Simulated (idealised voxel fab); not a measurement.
process module | voxel double patterning
cross-section cut | 175 nm wide | cells 5 nm
A cross-section is a grid of square cells, given in bands from the top down. A band is one or more rows of cells.
Each band's line starts with the height of the band's top and of its bottom, in nm. Then come its materials from left to right, each with its width in nm. One material with "throughout" fills the band from edge to edge. "air" is empty space.
Height 0 is the level under which the wafer as received is all one material. The lowest band goes on downwards, as in "0 down".
A width such as "30 to 40" changes by the same amount from each row of cells to the next, from the band's top row to its bottom row.
"no change" after a step means that no cell of the cross-section changed.
closed voids: empty space of 8 cells or more with no open way to the top, each as width x height at its distance from the left edge, in nm
after a step's settings: what the simulator itself notes on the step
overlay nm, on a step with a mask: how far to the right of its planned place the mask lay; to the left if negative
plan
1 op RECEIVE | material Si
2 op CONFORMAL_DEP | material SiN | thk nm 10
3 op DIRECTIONAL_DEP | material SiO2 | thk nm 15
4 op DIRECTIONAL_DEP | material SiCN | thk nm 10
5 op DIRECTIONAL_DEP | material aC | thk nm 10
6 op PATTERN | tone open | mask id FIRST | material resist | width nm 15 | pitch nm 50 | thk nm 30 | overlay nm 0
7 op DIRECTIONAL_ETCH | etch materials aC | depth nm 10
8 op STRIP | etch materials resist
9 op DIRECTIONAL_ETCH | etch materials SiCN | depth nm 10
10 op STRIP | etch materials aC
11 op MASKED_ETCH | tone open | mask id SECOND | width nm 15 | pitch nm 50 | etch materials SiCN | depth nm 10 | overlay nm 0
12 op DIRECTIONAL_ETCH | etch materials SiO2 | depth nm 15
13 op STRIP | etch materials SiCN
first wafer, as planned
as received, after step 1
  0 down: Si throughout
  closed voids: none
after step 2
  10 to 0: SiN throughout
  below 0: unchanged
after step 3
  25 to 10: SiO2 throughout
  below 10: unchanged
after step 4
  35 to 25: SiCN throughout
  below 25: unchanged
after step 5
  45 to 35: aC throughout
  below 35: unchanged
after step 6
  75 to 45: resist 30 | air 15 | resist 35 | air 15 | resist 35 | air 15 | resist 30
  below 45: unchanged
after step 7
  65 to 45: resist 30 | air 15 | resist 35 | air 15 | resist 35 | air 15 | resist 30
  45 to 35: aC 30 | air 15 | aC 35 | air 15 | aC 35 | air 15 | aC 30
  below 35: unchanged
after step 8
  45 to 35: aC 30 | air 15 | aC 35 | air 15 | aC 35 | air 15 | aC 30
  below 35: unchanged
after step 9
  45 to 35: aC 30 | air 15 | aC 35 | air 15 | aC 35 | air 15 | aC 30
  35 to 25: SiCN 30 | air 15 | SiCN 35 | air 15 | SiCN 35 | air 15 | SiCN 30
  below 25: unchanged
after step 10
  35 to 25: SiCN 30 | air 15 | SiCN 35 | air 15 | SiCN 35 | air 15 | SiCN 30
  below 25: unchanged
after step 11
  35 to 25: SiCN 30 | air 15 | SiCN 10 | air 15 | SiCN 10 | air 15 | SiCN 10 | air 15 | SiCN 10 | air 15 | SiCN 30
  below 25: unchanged
after step 12
  35 to 25: SiCN 30 | air 15 | SiCN 10 | air 15 | SiCN 10 | air 15 | SiCN 10 | air 15 | SiCN 10 | air 15 | SiCN 30
  25 to 10: SiO2 30 | air 15 | SiO2 10 | air 15 | SiO2 10 | air 15 | SiO2 10 | air 15 | SiO2 10 | air 15 | SiO2 30
  below 10: unchanged
after step 13
  25 to 10: SiO2 30 | air 15 | SiO2 10 | air 15 | SiO2 10 | air 15 | SiO2 10 | air 15 | SiO2 10 | air 15 | SiO2 30
  below 10: unchanged
second wafer: like start, like plan, one mistake. Through step 2 it matches the first wafer
when step 3 should have ended
  40 to 10: SiO2 throughout
  below 10: unchanged
when step 4 should have ended
  50 to 40: SiCN throughout
  below 40: unchanged
when step 5 should have ended
  60 to 50: aC throughout
  below 50: unchanged
when step 6 should have ended
  90 to 60: resist 30 | air 15 | resist 35 | air 15 | resist 35 | air 15 | resist 30
  below 60: unchanged
when step 7 should have ended
  80 to 60: resist 30 | air 15 | resist 35 | air 15 | resist 35 | air 15 | resist 30
  60 to 50: aC 30 | air 15 | aC 35 | air 15 | aC 35 | air 15 | aC 30
  below 50: unchanged
when step 8 should have ended
  60 to 50: aC 30 | air 15 | aC 35 | air 15 | aC 35 | air 15 | aC 30
  below 50: unchanged
when step 9 should have ended
  60 to 50: aC 30 | air 15 | aC 35 | air 15 | aC 35 | air 15 | aC 30
  50 to 40: SiCN 30 | air 15 | SiCN 35 | air 15 | SiCN 35 | air 15 | SiCN 30
  below 40: unchanged
when step 10 should have ended
  50 to 40: SiCN 30 | air 15 | SiCN 35 | air 15 | SiCN 35 | air 15 | SiCN 30
  below 40: unchanged
when step 11 should have ended
  50 to 40: SiCN 30 | air 15 | SiCN 10 | air 15 | SiCN 10 | air 15 | SiCN 10 | air 15 | SiCN 10 | air 15 | SiCN 30
  below 40: unchanged
when step 12 should have ended
  50 to 40: SiCN 30 | air 15 | SiCN 10 | air 15 | SiCN 10 | air 15 | SiCN 10 | air 15 | SiCN 10 | air 15 | SiCN 30
  40 to 25: SiO2 30 | air 15 | SiO2 10 | air 15 | SiO2 10 | air 15 | SiO2 10 | air 15 | SiO2 10 | air 15 | SiO2 30
  below 25: unchanged
when step 13 should have ended
  40 to 25: SiO2 30 | air 15 | SiO2 10 | air 15 | SiO2 10 | air 15 | SiO2 10 | air 15 | SiO2 10 | air 15 | SiO2 30
  below 25: unchanged
what went wrong: step 3 was run twice
at the end the second wafer has, in cells: 105 more of SiO2
